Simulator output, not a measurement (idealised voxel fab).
The following process module bears the name voxel ribs on slabs.
Cross-sectional view cut (width: 210 nm; square cell size: 5 nm).
This document writes a cross-section as a grid whose cells are square, and gives it as bands, listed from the top down; one or more rows of cells form a band.
Heads up on the band format: heights come first, top then bottom, in nm. After that it's the materials left to right, each with its width in nm. A single material flagged "all across" fills the whole band edge to edge, and "air" means there's empty space there.
Basically, 0 is our baseline, since under it the wafer straight out of the box is all one material. The bottom band has no lower end and keeps on going down, so it looks like "top 0, no bottom".
Note: "30->40" means the width goes from the first number (top row of the band) to the second number (bottom row) in equal steps per row of cells.
"no modifications" after a step means that no cell of the cross-section changed.
Heads up: "Voids, enclosed" only lists the empty pockets with no open path to the top that are 8 cells or more, and it writes them as width x height at distance, distance from the left edge, in nm.
On a step's line, text after the settings is the simulator commenting on that step.
The setting "overlay nm" may be written on the line of a step. When the step uses a mask, the value reports how far to the right of the planned place the mask lay, and a negative value reports that it lay to the left.
[Listed below are the process steps as planned]
| 1 | RECEIVE with material Si |
| 2 | DIRECTIONAL_DEP with material SiO2, thk nm 25 |
| 3 | DIRECTIONAL_DEP with material SiN, thk nm 25 |
| 4 | DIRECTIONAL_DEP with material aC, thk nm 10 |
| 5 | PATTERN with tone cover, mask id RIB, material resist, width nm 15, thk nm 25, overlay nm 0 |
| 6 | DIRECTIONAL_ETCH with etch materials aC, depth nm 10 |
| 7 | STRIP with etch materials resist |
| 8 | DIRECTIONAL_ETCH with etch materials SiN, depth nm 20 |
| 9 | STRIP with etch materials aC |
| 10 | PATTERN with tone cover, mask id SLAB, material resist, width nm 45, thk nm 15, overlay nm 0 |
| 11 | DIRECTIONAL_ETCH with etch materials SiN, depth nm 5 |
| 12 | STRIP with etch materials resist |
| 13 | FILL_DEP with material SiO2, thk nm 20 |
| 14 | CMP with height nm 60 |
| 15 | DIRECTIONAL_DEP with material W, thk nm 10 |
| 16 | MASKED_ETCH with tone cover, mask id HEATER, width nm 25, etch materials W, depth nm 10, overlay nm 0 |
| 17 | CONFORMAL_DEP with material SiO2, thk nm 5 |
[The first wafer of two, processed as planned]
[as received, after step 1]
top 0, no bottom = Si all across
Voids, enclosed: none
[So this is the wafer cross-section right after step 2]
top 25, bottom 0 = SiO2 all across
Below 0 it's all the same as before, nothing changed down there.
[So this is the wafer cross-section right after step 3]
top 50, bottom 25 = SiN all across
Below 25 it's all the same as before, nothing changed down there.
[So this is the wafer cross-section right after step 4]
top 60, bottom 50 = aC all across
Below 50 it's all the same as before, nothing changed down there.
[So this is the wafer cross-section right after step 5]
top 85, bottom 60 = air=95, resist=15, air=100
Below 60 it's all the same as before, nothing changed down there.
[So this is the wafer cross-section right after step 6]
top 75, bottom 60 = air=95, resist=15, air=100
top 60, bottom 50 = air=95, aC=15, air=100
Below 50 it's all the same as before, nothing changed down there.
[So this is the wafer cross-section right after step 7]
top 60, bottom 50 = air=95, aC=15, air=100
Below 50 it's all the same as before, nothing changed down there.
[So this is the wafer cross-section right after step 8]
top 60, bottom 50 = air=95, aC=15, air=100
top 50, bottom 30 = air=95, SiN=15, air=100
Below 30 it's all the same as before, nothing changed down there.
[So this is the wafer cross-section right after step 9]
top 50, bottom 30 = air=95, SiN=15, air=100
Below 30 it's all the same as before, nothing changed down there.
[So this is the wafer cross-section right after step 10]
top 65, bottom 50 = air=80, resist=45, air=85
top 50, bottom 30 = air=80, resist=15, SiN=15, resist=15, air=85
Below 30 it's all the same as before, nothing changed down there.
[So this is the wafer cross-section right after step 11]
top 65, bottom 50 = air=80, resist=45, air=85
top 50, bottom 30 = air=80, resist=15, SiN=15, resist=15, air=85
top 30, bottom 25 = air=80, SiN=45, air=85
Below 25 it's all the same as before, nothing changed down there.
[So this is the wafer cross-section right after step 12]
top 50, bottom 30 = air=95, SiN=15, air=100
Below 30 it's all the same as before, nothing changed down there.
[So this is the wafer cross-section right after step 13]
top 70, bottom 50 = SiO2 all across
top 50, bottom 30 = SiO2=95, SiN=15, SiO2=100
top 30, bottom 25 = SiO2=80, SiN=45, SiO2=85
Below 25 it's all the same as before, nothing changed down there.
[So this is the wafer cross-section right after step 14]
top 60, bottom 50 = SiO2 all across
Below 50 it's all the same as before, nothing changed down there.
[So this is the wafer cross-section right after step 15]
top 70, bottom 60 = W all across
Below 60 it's all the same as before, nothing changed down there.
[So this is the wafer cross-section right after step 16]
top 70, bottom 60 = air=90, W=25, air=95
Below 60 it's all the same as before, nothing changed down there.
[So this is the wafer cross-section right after step 17]
top 75, bottom 70 = air=85, SiO2=35, air=90
top 70, bottom 65 = air=85, SiO2=5, W=25, SiO2=5, air=90
top 65, bottom 60 = SiO2=90, W=25, SiO2=95
Below 60 it's all the same as before, nothing changed down there.
[Wafer two: like wafer one in start and plan, but with one mistake in execution; identical up to and including step 9]
[Cross-sectional representation of the second wafer at the time designated in the plan for the completion of step 10]
top 65, bottom 50 = air=70, resist=45, air=95
top 50, bottom 30 = air=70, resist=25, SiN=15, resist=5, air=95
Below 30 it's all the same as before, nothing changed down there.
[Cross-sectional representation of the second wafer at the time designated in the plan for the completion of step 11]
top 65, bottom 50 = air=70, resist=45, air=95
top 50, bottom 30 = air=70, resist=25, SiN=15, resist=5, air=95
top 30, bottom 25 = air=70, SiN=45, air=95
Below 25 it's all the same as before, nothing changed down there.
[Cross-sectional representation of the second wafer at the time designated in the plan for the completion of step 12]
top 50, bottom 30 = air=95, SiN=15, air=100
Below 30 it's all the same as before, nothing changed down there.
[Cross-sectional representation of the second wafer at the time designated in the plan for the completion of step 13]
top 70, bottom 50 = SiO2 all across
top 50, bottom 30 = SiO2=95, SiN=15, SiO2=100
top 30, bottom 25 = SiO2=70, SiN=45, SiO2=95
Below 25 it's all the same as before, nothing changed down there.
[Cross-sectional representation of the second wafer at the time designated in the plan for the completion of step 14]
top 60, bottom 50 = SiO2 all across
Below 50 it's all the same as before, nothing changed down there.
[Cross-sectional representation of the second wafer at the time designated in the plan for the completion of step 15]
top 70, bottom 60 = W all across
Below 60 it's all the same as before, nothing changed down there.
[Cross-sectional representation of the second wafer at the time designated in the plan for the completion of step 16]
top 70, bottom 60 = air=90, W=25, air=95
Below 60 it's all the same as before, nothing changed down there.
[Cross-sectional representation of the second wafer at the time designated in the plan for the completion of step 17]
top 75, bottom 70 = air=85, SiO2=35, air=90
top 70, bottom 65 = air=85, SiO2=5, W=25, SiO2=5, air=90
top 65, bottom 60 = SiO2=90, W=25, SiO2=95
Below 60 it's all the same as before, nothing changed down there.
Plan not followed: rather than as planned, step 10 actually ran as PATTERN with tone cover, mask id SLAB, material resist, width nm 45, thk nm 15, overlay nm -10
By the end, you'd get the same cell count for each material on either wafer, but the second wafer puts them somewhere else.
